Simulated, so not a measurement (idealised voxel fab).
Herein follows the process module entitled voxel spacer lines.
cross-section cut | 240 nm wide | cells 5 nm
The cross-sections in this document take the form of a grid made of square cells. They are written out as bands, in order from top to bottom. Each band consists of one or more rows of cells. Within each band entry, the heights of the top and of the bottom of the band appear first, in that order and in nm; the materials of the band then follow from left to right, each with its corresponding width in nm. The designation "all across" on a single material indicates that it fills the band from edge to edge; the designation "blank" indicates empty space. Beneath 0, the wafer as received is one material, and that level is where height counting begins. The lowest band goes on downward without a bottom; it is written like "z 0 and below". Width spec "30->40" -> top row of cells at first value, bottom row at second value, equal per-row change in between. No cell of the cross-section changed in a step that is given as "nothing got changed". The list in "Non-vented voids" covers empty spaces of 8 cells or more that cannot reach the top through any open way, and it gives each as width x height at distance; the distance is from the left edge, and width, height and distance are in nm. Post-settings text on a step line: simulator's own remark regarding the step. overlay nm: where the mask lay relative to plan, measured to the right, on steps with a mask; negatives go left.
Planned step list for the process:
- 1: RECEIVE [material Si]
- 2: CONFORMAL_DEP [material SiO2] [thk nm 5]
- 3: DIRECTIONAL_DEP [material TiN] [thk nm 20]
- 4: DIRECTIONAL_DEP [material aC] [thk nm 20]
- 5: PATTERN [tone cover] [mask id MANDREL] [material resist] [width nm 20] [pitch nm 70] [thk nm 30] [overlay nm 0]
- 6: DIRECTIONAL_ETCH [etch materials aC] [depth nm 20]
- 7: STRIP [etch materials resist]
- 8: CONFORMAL_DEP [material SiN] [thk nm 15]
- 9: DIRECTIONAL_ETCH [etch materials SiN] [depth nm 15]
- 10: STRIP [etch materials aC]
- 11: DIRECTIONAL_ETCH [etch materials TiN] [depth nm 20]
- 12: STRIP [etch materials SiN]
- 13: FILL_DEP [material SiO2] [thk nm 5]
- 14: CMP [height nm 25]
As-received state of the wafer in cross-section, equivalent to post-step 1:
- z 0 and below = Si all across
- Non-vented voids: none
first wafer at the end, as planned:
- z 25 to 5 = 60 SiO2 / 15 TiN / 20 SiO2 / 15 TiN / 20 SiO2 / 15 TiN / 20 SiO2 / 15 TiN / 60 SiO2
- z 5 to 0 = SiO2 all across
- z 0 and below = Si all across
- Non-vented voids: none
Cross-sectional view: second of two wafers, end of module; start and plan identical to the first, one mistake in running:
- z 15 to 5 = 60 SiO2 / 15 TiN / 20 SiO2 / 15 TiN / 20 SiO2 / 15 TiN / 20 SiO2 / 15 TiN / 60 SiO2
- z 5 to 0 = SiO2 all across
- z 0 and below = Si all across
- Non-vented voids: none
Plan not followed: rather than as planned, step 14 actually ran as CMP [height nm 15]
At the finish, the second wafer shows more or fewer cells for some materials than the first does: -72 SiO2; -24 TiN
